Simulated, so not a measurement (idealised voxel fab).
Name of the process module below: voxel wiring stack
The cross-section on display is named cut; it measures 230 nm wide, and its cells are 5 nm squares.
Heads up, the way a cross-section reads in here is a grid of square cells, handed over as bands from the top down, with every band being one or more rows of cells.
Top, bottom (nm), then materials left to right with widths (nm); lone material tagged "all across" fills the whole band edge to edge; "blank" = empty space.
Measure heights from 0. That's the level where, below it, the as-received wafer is all one material. The lowest band is bottomless and extends downward; write it as in "from 0 down".
Width spec "30 to 40" -> top row of cells at first value, bottom row at second value, equal per-row change in between.
Given "identical to before" for a step, no cell of the cross-section differs between before and after that step.
"Encapsulated voids" contains a list of empty spaces, each no smaller than 8 cells and without an open way to the top, written in the form width x height at distance with the distance from the left edge and all three in nm.
On each step's line, the part that comes after the settings is the simulator's own comment on the step.
A step line may carry the setting "overlay nm", which, for steps involving a mask, states the distance by which the mask lay to the right of its intended position; negative values denote displacement to the left.

## So here's the lineup of process steps we planned
| 1 | RECEIVE: material Si |
| 2 | CONFORMAL_DEP: material SiO2, thk nm 15 |
| 3 | CONFORMAL_DEP: material SiN, thk nm 5 |
| 4 | DIRECTIONAL_DEP: material lowk, thk nm 15 |
| 5 | PATTERN: tone open, mask id METAL_1, material resist, width nm 20, pitch nm 50, thk nm 20, overlay nm -15 |
| 6 | DIRECTIONAL_ETCH: etch materials lowk, depth nm 15 |
| 7 | DIRECTIONAL_ETCH: etch materials SiN, depth nm 5 |
| 8 | STRIP: etch materials resist |
| 9 | CONFORMAL_DEP: material TiN, thk nm 5 |
| 10 | FILL_DEP: material W, thk nm 10 |
| 11 | CMP: height nm 35 |
| 12 | EPI: material Ru, thk nm 5 |
| 13 | FILL_DEP: material SiCN, thk nm 5 |
| 14 | DIRECTIONAL_DEP: material lowk, thk nm 30 |
| 15 | PATTERN: tone open, mask id METAL_2_HOLES, material resist, width nm 15, pitch nm 50, thk nm 20, overlay nm 0 |
| 16 | DIRECTIONAL_ETCH: etch materials lowk, depth nm 30 |
| 17 | STRIP: etch materials resist |
| 18 | DIRECTIONAL_DEP: material aC, thk nm 15 |
| 19 | PATTERN: tone open, mask id METAL_2, material resist, width nm 20, pitch nm 50, thk nm 30, overlay nm 0 |
| 20 | DIRECTIONAL_ETCH: etch materials aC, depth nm 15 |
| 21 | STRIP: etch materials resist |
| 22 | DIRECTIONAL_ETCH: etch materials lowk, depth nm 20 |
| 23 | DIRECTIONAL_ETCH: etch materials SiCN, depth nm 5 |
| 24 | STRIP: etch materials aC |
| 25 | CONFORMAL_DEP: material TiN, thk nm 5 |
| 26 | FILL_DEP: material Cu, thk nm 5 |
| 27 | CMP: height nm 75 |
| 28 | CONFORMAL_DEP: material SiCN, thk nm 5 |
| 29 | DIRECTIONAL_DEP: material lowk, thk nm 25 |
| 30 | MASKED_ETCH: tone open, mask id METAL_3_HOLES, width nm 15, pitch nm 50, etch materials lowk, depth nm 25, overlay nm 0 |
| 31 | DIRECTIONAL_DEP: material aC, thk nm 10 |
| 32 | PATTERN: tone open, mask id METAL_3, material resist, width nm 20, pitch nm 50, thk nm 30, overlay nm 0 |
| 33 | DIRECTIONAL_ETCH: etch materials aC, depth nm 10 |
| 34 | STRIP: etch materials resist |
| 35 | DIRECTIONAL_ETCH: etch materials lowk, depth nm 15 |
| 36 | DIRECTIONAL_ETCH: etch materials SiCN, depth nm 5 |
| 37 | STRIP: etch materials aC |
| 38 | CONFORMAL_DEP: material TiN, thk nm 5 |
| 39 | FILL_DEP: material Ru, thk nm 5 |
| 40 | CMP: height nm 105 |
| 41 | CONFORMAL_DEP: material SiN, thk nm 5 |
The value of overlay nm given for step 5 in the plan refers to the first wafer; the wafers vary in this setting and are alike at the start.

## Cross-section of the first of several wafers on receipt, reflecting completion of step 1
- from 0 down  Si all across
- Encapsulated voids: none

## Table: wafers, a row each; end-of-module cell change per material since receipt, gain (+), loss (-); then closed voids
overlay nm -15; +36 Cu; +52 Ru; +90 SiCN; +76 SiN; +138 SiO2; +160 TiN; +24 W; +436 lowk; Encapsulated voids: none
overlay nm -10; +36 Cu; +52 Ru; +90 SiCN; +76 SiN; +138 SiO2; +160 TiN; +24 W; +436 lowk; Encapsulated voids: none
overlay nm -5; +36 Cu; +52 Ru; +90 SiCN; +76 SiN; +138 SiO2; +160 TiN; +24 W; +436 lowk; Encapsulated voids: none
overlay nm 0; +36 Cu; +52 Ru; +90 SiCN; +76 SiN; +138 SiO2; +160 TiN; +24 W; +436 lowk; Encapsulated voids: none
overlay nm 5; +36 Cu; +52 Ru; +90 SiCN; +76 SiN; +138 SiO2; +160 TiN; +24 W; +436 lowk; Encapsulated voids: none
overlay nm 10; +36 Cu; +52 Ru; +90 SiCN; +76 SiN; +138 SiO2; +160 TiN; +24 W; +436 lowk; Encapsulated voids: none
overlay nm 15; +36 Cu; +52 Ru; +90 SiCN; +76 SiN; +138 SiO2; +160 TiN; +24 W; +436 lowk; Encapsulated voids: none
